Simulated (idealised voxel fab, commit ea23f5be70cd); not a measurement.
process module | voxel self aligned vias
cross-section cut | 175 nm wide | cells 5 nm
A cross-section is a grid of square cells, given in bands from the top down. A band is one or more rows of cells.
Each band's line starts with the height of the band's top and of its bottom, in nm. Then come its materials from left to right, each with its width in nm. One material with "throughout" fills the band from edge to edge. "air" is empty space.
Height 0 is the level under which the wafer as received is all one material. The lowest band goes on downwards, as in "0 down".
A width such as "30 to 40" changes by the same amount from each row of cells to the next, from the band's top row to its bottom row.
"no change" after a step means that no cell of the cross-section changed.
closed voids: empty space of 8 cells or more with no open way to the top, each as width x height at its distance from the left edge, in nm
after a step's settings: what the simulator itself notes on the step
overlay nm, on a step with a mask: how far to the right of its planned place the mask lay; to the left if negative
plan
1 op RECEIVE | material Si
2 op CONFORMAL_DEP | material SiO2 | thk nm 15
3 op CONFORMAL_DEP | material SiCN | thk nm 5
4 op DIRECTIONAL_DEP | material lowk | thk nm 20
5 op MASKED_ETCH | tone open | mask id LINES | width nm 30 | pitch nm 70 | etch materials lowk | depth nm 20 | overlay nm 0
6 op CONFORMAL_DEP | material TiN | thk nm 5
7 op FILL_DEP | material Ru | thk nm 10
8 op CMP | height nm 40
9 op SELECTIVE_ETCH | etch materials W Ru TiN | depth nm 5
10 op FILL_DEP | material SiN | thk nm 10
11 op CMP | height nm 40
12 op DIRECTIONAL_DEP | material lowk | thk nm 20
13 op DIRECTIONAL_DEP | material aC | thk nm 15
14 op PATTERN | tone open | mask id VIAS | material resist | width nm 40 | pitch nm 70 | thk nm 30 | overlay nm 0
15 op DIRECTIONAL_ETCH | etch materials aC | depth nm 15
16 op STRIP | etch materials resist
17 op DIRECTIONAL_ETCH | etch materials lowk | depth nm 20
18 op DIRECTIONAL_ETCH | etch materials SiN | depth nm 5
19 op STRIP | etch materials aC
20 op CONFORMAL_DEP | material TiN | thk nm 5
21 op FILL_DEP | material Ru | thk nm 10
22 op CMP | height nm 60
23 op CONFORMAL_DEP | material SiCN | thk nm 5
first wafer, as planned
as received, after step 1
  0 down: Si throughout
  closed voids: none
after step 2
  15 to 0: SiO2 throughout
  below 0: unchanged
after step 3
  20 to 15: SiCN throughout
  below 15: unchanged
after step 4
  40 to 20: lowk throughout
  below 20: unchanged
after step 5
  40 to 20: lowk 35 | air 30 | lowk 40 | air 30 | lowk 40
  below 20: unchanged
after step 6
  45 to 40: TiN 40 | air 20 | TiN 50 | air 20 | TiN 45
  40 to 25: lowk 35 | TiN 5 | air 20 | TiN 5 | lowk 40 | TiN 5 | air 20 | TiN 5 | lowk 40
  25 to 20: lowk 35 | TiN 30 | lowk 40 | TiN 30 | lowk 40
  below 20: unchanged
after step 7
  55 to 45: Ru throughout
  45 to 40: TiN 40 | Ru 20 | TiN 50 | Ru 20 | TiN 45
  40 to 25: lowk 35 | TiN 5 | Ru 20 | TiN 5 | lowk 40 | TiN 5 | Ru 20 | TiN 5 | lowk 40
  below 25: unchanged
after step 8
  40 to 25: lowk 35 | TiN 5 | Ru 20 | TiN 5 | lowk 40 | TiN 5 | Ru 20 | TiN 5 | lowk 40
  below 25: unchanged
after step 9
  40 to 35: lowk 35 | air 30 | lowk 40 | air 30 | lowk 40
  below 35: unchanged
after step 10
  50 to 40: SiN throughout
  40 to 35: lowk 35 | SiN 30 | lowk 40 | SiN 30 | lowk 40
  below 35: unchanged
after step 11
  40 to 35: lowk 35 | SiN 30 | lowk 40 | SiN 30 | lowk 40
  below 35: unchanged
after step 12
  60 to 40: lowk throughout
  below 40: unchanged
after step 13
  75 to 60: aC throughout
  below 60: unchanged
after step 14
  105 to 75: resist 30 | air 40 | resist 30 | air 40 | resist 35
  below 75: unchanged
after step 15
  90 to 75: resist 30 | air 40 | resist 30 | air 40 | resist 35
  75 to 60: aC 30 | air 40 | aC 30 | air 40 | aC 35
  below 60: unchanged
after step 16
  75 to 60: aC 30 | air 40 | aC 30 | air 40 | aC 35
  below 60: unchanged
after step 17
  75 to 60: aC 30 | air 40 | aC 30 | air 40 | aC 35
  60 to 40: lowk 30 | air 40 | lowk 30 | air 40 | lowk 35
  below 40: unchanged
after step 18
  75 to 60: aC 30 | air 40 | aC 30 | air 40 | aC 35
  60 to 40: lowk 30 | air 40 | lowk 30 | air 40 | lowk 35
  40 to 35: lowk 35 | air 30 | lowk 40 | air 30 | lowk 40
  below 35: unchanged
after step 19
  60 to 40: lowk 30 | air 40 | lowk 30 | air 40 | lowk 35
  below 40: unchanged
after step 20
  65 to 60: TiN 35 | air 30 | TiN 40 | air 30 | TiN 40
  60 to 45: lowk 30 | TiN 5 | air 30 | TiN 5 | lowk 30 | TiN 5 | air 30 | TiN 5 | lowk 35
  45 to 40: lowk 30 | TiN 10 | air 20 | TiN 10 | lowk 30 | TiN 10 | air 20 | TiN 10 | lowk 35
  40 to 35: lowk 35 | TiN 30 | lowk 40 | TiN 30 | lowk 40
  below 35: unchanged
after step 21
  75 to 65: Ru throughout
  65 to 60: TiN 35 | Ru 30 | TiN 40 | Ru 30 | TiN 40
  60 to 45: lowk 30 | TiN 5 | Ru 30 | TiN 5 | lowk 30 | TiN 5 | Ru 30 | TiN 5 | lowk 35
  45 to 40: lowk 30 | TiN 10 | Ru 20 | TiN 10 | lowk 30 | TiN 10 | Ru 20 | TiN 10 | lowk 35
  below 40: unchanged
after step 22
  60 to 45: lowk 30 | TiN 5 | Ru 30 | TiN 5 | lowk 30 | TiN 5 | Ru 30 | TiN 5 | lowk 35
  below 45: unchanged
after step 23
  65 to 60: SiCN throughout
  below 60: unchanged
second wafer: like start, like plan, one mistake. Through step 7 it matches the first wafer
when step 8 should have ended
  30 to 25: lowk 35 | TiN 5 | Ru 20 | TiN 5 | lowk 40 | TiN 5 | Ru 20 | TiN 5 | lowk 40
  below 25: unchanged
when step 9 should have ended
  30 to 25: lowk 35 | air 30 | lowk 40 | air 30 | lowk 40
  below 25: unchanged
when step 10 should have ended
  40 to 30: SiN throughout
  30 to 25: lowk 35 | SiN 30 | lowk 40 | SiN 30 | lowk 40
  below 25: unchanged
when step 11 should have ended: no change
when step 12 should have ended
  60 to 40: lowk throughout
  below 40: unchanged
when step 13 should have ended
  75 to 60: aC throughout
  below 60: unchanged
when step 14 should have ended
  105 to 75: resist 30 | air 40 | resist 30 | air 40 | resist 35
  below 75: unchanged
when step 15 should have ended
  90 to 75: resist 30 | air 40 | resist 30 | air 40 | resist 35
  75 to 60: aC 30 | air 40 | aC 30 | air 40 | aC 35
  below 60: unchanged
when step 16 should have ended
  75 to 60: aC 30 | air 40 | aC 30 | air 40 | aC 35
  below 60: unchanged
when step 17 should have ended
  75 to 60: aC 30 | air 40 | aC 30 | air 40 | aC 35
  60 to 40: lowk 30 | air 40 | lowk 30 | air 40 | lowk 35
  below 40: unchanged
when step 18 should have ended
  75 to 60: aC 30 | air 40 | aC 30 | air 40 | aC 35
  60 to 40: lowk 30 | air 40 | lowk 30 | air 40 | lowk 35
  40 to 35: SiN 30 | air 40 | SiN 30 | air 40 | SiN 35
  below 35: unchanged
when step 19 should have ended
  60 to 40: lowk 30 | air 40 | lowk 30 | air 40 | lowk 35
  below 40: unchanged
when step 20 should have ended
  65 to 60: TiN 35 | air 30 | TiN 40 | air 30 | TiN 40
  60 to 40: lowk 30 | TiN 5 | air 30 | TiN 5 | lowk 30 | TiN 5 | air 30 | TiN 5 | lowk 35
  40 to 35: SiN 30 | TiN 40 | SiN 30 | TiN 40 | SiN 35
  below 35: unchanged
when step 21 should have ended
  75 to 65: Ru throughout
  65 to 60: TiN 35 | Ru 30 | TiN 40 | Ru 30 | TiN 40
  60 to 40: lowk 30 | TiN 5 | Ru 30 | TiN 5 | lowk 30 | TiN 5 | Ru 30 | TiN 5 | lowk 35
  below 40: unchanged
when step 22 should have ended
  60 to 40: lowk 30 | TiN 5 | Ru 30 | TiN 5 | lowk 30 | TiN 5 | Ru 30 | TiN 5 | lowk 35
  below 40: unchanged
when step 23 should have ended
  65 to 60: SiCN throughout
  below 60: unchanged
what went wrong: step 8 ran as: op CMP | height nm 30
at the end the second wafer has, in cells: 12 fewer of Ru | 66 more of SiN | 8 fewer of TiN | 46 fewer of lowk
